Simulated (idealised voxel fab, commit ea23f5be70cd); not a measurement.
Name of the process module below: voxel gate over fins
The cross-section shown here is cut; it is 225 nm wide and divided into square cells measuring 5 nm on a side.
Cross-section format: a grid of square cells, given as bands from top to bottom; each band is one or more rows of cells. A band entry consists of two parts. The first gives the height of the band's top and the height of its bottom, in nm. The rest lists the band's materials from left to right, each with its width in nm. A single material labelled with the word "everywhere" fills the band from edge to edge, and the word "air" marks empty space. Measure heights from 0. That's the level where, below it, the as-received wafer is all one material. The lowest band is bottomless and extends downward; write it as in "top 0, no bottom". Width spec "30..40" -> top row of cells at first value, bottom row at second value, equal per-row change in between. A step reported as "all unchanged" is a step in which no cell of the cross-section changed. Entry "Sealed internal voids". Content: empty spaces with no open connection to the top, size 8 cells or greater. Each: width x height at distance. Distance: from left edge. Unit: nm. Formally, on a step line, whatever follows the settings is a remark that the simulator itself makes on the step. When a step includes a mask, the "overlay nm" setting on its line states how far to the right of its planned place that mask lay, and negative values state how far to the left.

Below is the list of planned process steps:
1: RECEIVE,material Si
2: CONFORMAL_DEP,material SiN,thk nm 10
3: DIRECTIONAL_DEP,material aC,thk nm 15
4: PATTERN,tone cover,mask id FINS,material resist,width nm 15,pitch nm 55,thk nm 35,overlay nm 0
5: DIRECTIONAL_ETCH,etch materials aC,depth nm 15
6: STRIP,etch materials resist
7: DIRECTIONAL_ETCH,etch materials SiN,depth nm 10
8: DIRECTIONAL_ETCH,etch materials Si,depth nm 40
9: STRIP,etch materials aC
10: OXIDIZE,depth nm 5
11: FILL_DEP,material SiO2,thk nm 5
12: CMP,height nm 10
13: DIRECTIONAL_DEP,material aC,thk nm 10
14: PATTERN,tone open,mask id RAIL,material resist,width nm 15,thk nm 30,overlay nm 0
15: DIRECTIONAL_ETCH,etch materials aC,depth nm 10
16: STRIP,etch materials resist
17: DIRECTIONAL_ETCH,etch materials SiO2,depth nm 45
18: STRIP,etch materials aC
19: CONFORMAL_DEP,material TiN,thk nm 5
20: FILL_DEP,material Ru,thk nm 10
21: CMP,height nm 10
22: SELECTIVE_ETCH,etch materials W Ru TiN,depth nm 30
23: FILL_DEP,material SiO2,thk nm 5
24: CMP,height nm 10
25: SELECTIVE_ETCH,etch materials SiO2,depth nm 25
26: STRIP,etch materials SiN
27: CONFORMAL_DEP,material HfO2,thk nm 5
28: CONFORMAL_DEP,material TiN,thk nm 5
29: CONFORMAL_DEP,material TiAl,thk nm 5
30: CONFORMAL_DEP,material TiN,thk nm 5
31: FILL_DEP,material W,thk nm 10
32: CMP,height nm 25
33: CONFORMAL_DEP,material SiCN,thk nm 10

This is the cross-section of the wafer as we received it, i.e. after step 1:
* top 0, no bottom  Si everywhere
* Sealed internal voids: none

End-of-module cross-section of the first of two wafers, processed as planned:
* top 35, bottom 25  SiCN everywhere
* top 25, bottom 20  W everywhere
* top 20, bottom 15  60 of W | 45 of TiN | 10 of W | 45 of TiN | 65 of W
* top 15, bottom 10  60 of W | 5 of TiN | 35 of TiAl | 5 of TiN | 10 of W | 5 of TiN | 35 of TiAl | 5 of TiN | 65 of W
* top 10, bottom 5  60 of W | 5 of TiN | 5 of TiAl | 25 of TiN | 5 of TiAl | 5 of TiN | 10 of W | 5 of TiN | 5 of TiAl | 25 of TiN | 5 of TiAl | 5 of TiN | 65 of W
* top 5, bottom 0  65 of TiN | 5 of TiAl | 5 of TiN | 15 of HfO2 | 5 of TiN | 5 of TiAl | 20 of TiN | 5 of TiAl | 5 of TiN | 15 of HfO2 | 5 of TiN | 5 of TiAl | 70 of TiN
* top 0, bottom -5  70 of TiAl | 5 of TiN | 5 of HfO2 | 5 of Si | 5 of HfO2 | 5 of TiN | 30 of TiAl | 5 of TiN | 5 of HfO2 | 5 of Si | 5 of HfO2 | 5 of TiN | 75 of TiAl
* top -5, bottom -10  75 of TiN | 5 of HfO2 | 5 of Si | 5 of HfO2 | 40 of TiN | 5 of HfO2 | 5 of Si | 5 of HfO2 | 80 of TiN
* top -10, bottom -15  80 of HfO2 | 5 of Si | 50 of HfO2 | 5 of Si | 85 of HfO2
* top -15, bottom -20  80 of SiO2 | 5 of Si | 50 of SiO2 | 5 of Si | 85 of SiO2
* top -20, bottom -30  80 of SiO2 | 5 of Si | 15 of SiO2 | 5 of TiN | 5 of Ru | 5 of TiN | 20 of SiO2 | 5 of Si | 85 of SiO2
* top -30, bottom -35  80 of SiO2 | 5 of Si | 15 of SiO2 | 15 of TiN | 20 of SiO2 | 5 of Si | 85 of SiO2
* top -35, bottom -45  80 of SiO2 | 5 of Si | 50 of SiO2 | 5 of Si | 85 of SiO2
* top -45, no bottom  Si everywhere
* Sealed internal voids: none

Second wafer at the end: like start, like plan, one mistake:
* top 35, bottom 25  SiCN everywhere
* top 25, bottom 20  W everywhere
* top 20, bottom 15  60 of W | 50 of TiN | 5 of W | 50 of TiN | 60 of W
* top 15, bottom 10  60 of W | 5 of TiN | 40 of TiAl | 5 of TiN | 5 of W | 5 of TiN | 40 of TiAl | 5 of TiN | 60 of W
* top 10, bottom 5  60 of W | 5 of TiN | 5 of TiAl | 30 of TiN | 5 of TiAl | 5 of TiN | 5 of W | 5 of TiN | 5 of TiAl | 30 of TiN | 5 of TiAl | 5 of TiN | 60 of W
* top 5, bottom 0  65 of TiN | 5 of TiAl | 5 of TiN | 20 of HfO2 | 5 of TiN | 5 of TiAl | 15 of TiN | 5 of TiAl | 5 of TiN | 20 of HfO2 | 5 of TiN | 5 of TiAl | 65 of TiN
* top 0, bottom -5  70 of TiAl | 5 of TiN | 5 of HfO2 | 10 of Si | 5 of HfO2 | 5 of TiN | 25 of TiAl | 5 of TiN | 5 of HfO2 | 10 of Si | 5 of HfO2 | 5 of TiN | 70 of TiAl
* top -5, bottom -10  75 of TiN | 5 of HfO2 | 10 of Si | 5 of HfO2 | 35 of TiN | 5 of HfO2 | 10 of Si | 5 of HfO2 | 75 of TiN
* top -10, bottom -15  80 of HfO2 | 10 of Si | 45 of HfO2 | 10 of Si | 80 of HfO2
* top -15, bottom -20  80 of SiO2 | 10 of Si | 45 of SiO2 | 10 of Si | 80 of SiO2
* top -20, bottom -30  80 of SiO2 | 10 of Si | 10 of SiO2 | 5 of TiN | 5 of Ru | 5 of TiN | 20 of SiO2 | 10 of Si | 80 of SiO2
* top -30, bottom -35  80 of SiO2 | 10 of Si | 10 of SiO2 | 15 of TiN | 20 of SiO2 | 10 of Si | 80 of SiO2
* top -35, bottom -45  80 of SiO2 | 10 of Si | 45 of SiO2 | 10 of Si | 80 of SiO2
* top -45, no bottom  Si everywhere
* Sealed internal voids: none
Heads up, the wafer didn't run the way we planned it: it should be noted that step 4 was executed with settings other than those planned, the operation and settings actually applied being PATTERN,tone cover,mask id FINS,material resist,width nm 20,pitch nm 55,thk nm 35,overlay nm 0
Final cells, second wafer relative to first, materials higher or lower: Si +18 | SiO2 -12 | W -6
